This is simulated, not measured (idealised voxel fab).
This section sets out a process module, namely voxel ribs on slabs.
For reference, the cross-section in this document is cut, with width 260 nm and square cells of 5 nm.
Heads up, the way a cross-section reads in here is a grid of square cells, handed over as bands from the top down, with every band being one or more rows of cells.
Per band: top height and bottom height in nm, followed by the left-to-right materials and their widths in nm; "all across" marks a single material spanning edge to edge, "empty" marks empty space.
Height datum 0, below which the as-received substrate wafer is one material. Lowest band open at the bottom, running downward: "0 -> down".
It should be noted that a width expressed as "30->40" varies in equal increments from row to row of cells within the band, taking the value of the first number at the top row and that of the second number at the bottom row.
What does "nothing different" mean for a step? It means no cell of the cross-section changed in that step.
What "Enclosed empty spaces" gives you is every empty space of 8 cells or more that is cut off from the top. Each appears as width x height at distance, with the distance taken from the left edge and width, height and distance all in nm.
Formally, on a step line, whatever follows the settings is a remark that the simulator itself makes on the step.
For masked steps, "overlay nm" on the step line gives how far right of plan the mask actually lay; a minus sign means it lay to the left.

The following list gives the planned process steps
- 1: RECEIVE: material Si
- 2: DIRECTIONAL_DEP: material SiO2, thk nm 25
- 3: DIRECTIONAL_DEP: material SiN, thk nm 20
- 4: MASKED_ETCH: tone cover, mask id RIB, width nm 30, etch materials SiN, depth nm 5, overlay nm 0
- 5: DIRECTIONAL_DEP: material aC, thk nm 10
- 6: PATTERN: tone cover, mask id SLAB, material resist, width nm 80, thk nm 25, overlay nm 0
- 7: DIRECTIONAL_ETCH: etch materials aC, depth nm 10
- 8: STRIP: etch materials resist
- 9: DIRECTIONAL_ETCH: etch materials SiN, depth nm 15
- 10: STRIP: etch materials aC
- 11: FILL_DEP: material SiO2, thk nm 20
- 12: CMP: height nm 55
- 13: DIRECTIONAL_DEP: material W, thk nm 10
- 14: MASKED_ETCH: tone cover, mask id HEATER, width nm 40, etch materials W, depth nm 10, overlay nm 0
- 15: CONFORMAL_DEP: material SiN, thk nm 5

The following pertains to the first of two wafers, which was processed as planned

Wafer as received: cross-section following step 1
0 -> down = Si all across
Enclosed empty spaces: none

Cross-section of the wafer after step 2
25 -> 0 = SiO2 all across
For the remainder of the cross-section, below 0, there is no change.

Cross-section of the wafer after step 3
45 -> 25 = SiN all across
For the remainder of the cross-section, below 25, there is no change.

Cross-section of the wafer after step 4
45 -> 40 = empty: 115, SiN: 30, empty: 115
For the remainder of the cross-section, below 40, there is no change.

Cross-section of the wafer after step 5
55 -> 50 = empty: 115, aC: 30, empty: 115
50 -> 45 = aC all across
45 -> 40 = aC: 115, SiN: 30, aC: 115
For the remainder of the cross-section, below 40, there is no change.

Cross-section of the wafer after step 6
80 -> 55 = empty: 90, resist: 80, empty: 90
55 -> 50 = empty: 90, resist: 25, aC: 30, resist: 25, empty: 90
For the remainder of the cross-section, below 50, there is no change.

Cross-section of the wafer after step 7
70 -> 55 = empty: 90, resist: 80, empty: 90
55 -> 50 = empty: 90, resist: 25, aC: 30, resist: 25, empty: 90
50 -> 45 = empty: 90, aC: 80, empty: 90
45 -> 40 = empty: 90, aC: 25, SiN: 30, aC: 25, empty: 90
For the remainder of the cross-section, below 40, there is no change.

Cross-section of the wafer after step 8
55 -> 45 = empty: 115->90, aC: 30->80, empty: 115->90
For the remainder of the cross-section, below 45, there is no change.

Cross-section of the wafer after step 9
55 -> 45 = empty: 115->90, aC: 30->80, empty: 115->90
45 -> 40 = empty: 90, aC: 25, SiN: 30, aC: 25, empty: 90
40 -> 25 = empty: 90, SiN: 80, empty: 90
For the remainder of the cross-section, below 25, there is no change.

Cross-section of the wafer after step 10
45 -> 40 = empty: 115, SiN: 30, empty: 115
For the remainder of the cross-section, below 40, there is no change.

Cross-section of the wafer after step 11
65 -> 45 = SiO2 all across
45 -> 40 = SiO2: 115, SiN: 30, SiO2: 115
40 -> 25 = SiO2: 90, SiN: 80, SiO2: 90
For the remainder of the cross-section, below 25, there is no change.

Cross-section of the wafer after step 12
55 -> 45 = SiO2 all across
For the remainder of the cross-section, below 45, there is no change.

Cross-section of the wafer after step 13
65 -> 55 = W all across
For the remainder of the cross-section, below 55, there is no change.

Cross-section of the wafer after step 14
65 -> 55 = empty: 110, W: 40, empty: 110
For the remainder of the cross-section, below 55, there is no change.

Cross-section of the wafer after step 15
70 -> 65 = empty: 105, SiN: 50, empty: 105
65 -> 60 = empty: 105, SiN: 5, W: 40, SiN: 5, empty: 105
60 -> 55 = SiN: 110, W: 40, SiN: 110
For the remainder of the cross-section, below 55, there is no change.

Wafer two of the pair: same origin, same plan, one error during the run; identical to wafer one up to and including step 13

Planned end of step 14: second wafer, cross-section
65 -> 55 = empty: 105, W: 40, empty: 115
For the remainder of the cross-section, below 55, there is no change.

Planned end of step 15: second wafer, cross-section
70 -> 65 = empty: 100, SiN: 50, empty: 110
65 -> 60 = empty: 100, SiN: 5, W: 40, SiN: 5, empty: 110
60 -> 55 = SiN: 105, W: 40, SiN: 115
For the remainder of the cross-section, below 55, there is no change.
Heads up, the wafer didn't run the way we planned it: off-plan run, step 14, actual operation and settings MASKED_ETCH: tone cover, mask id HEATER, width nm 40, etch materials W, depth nm 10, overlay nm -5
At the end, each material covers as many cells on the second wafer as it does on the first, though the cells it covers are elsewhere.
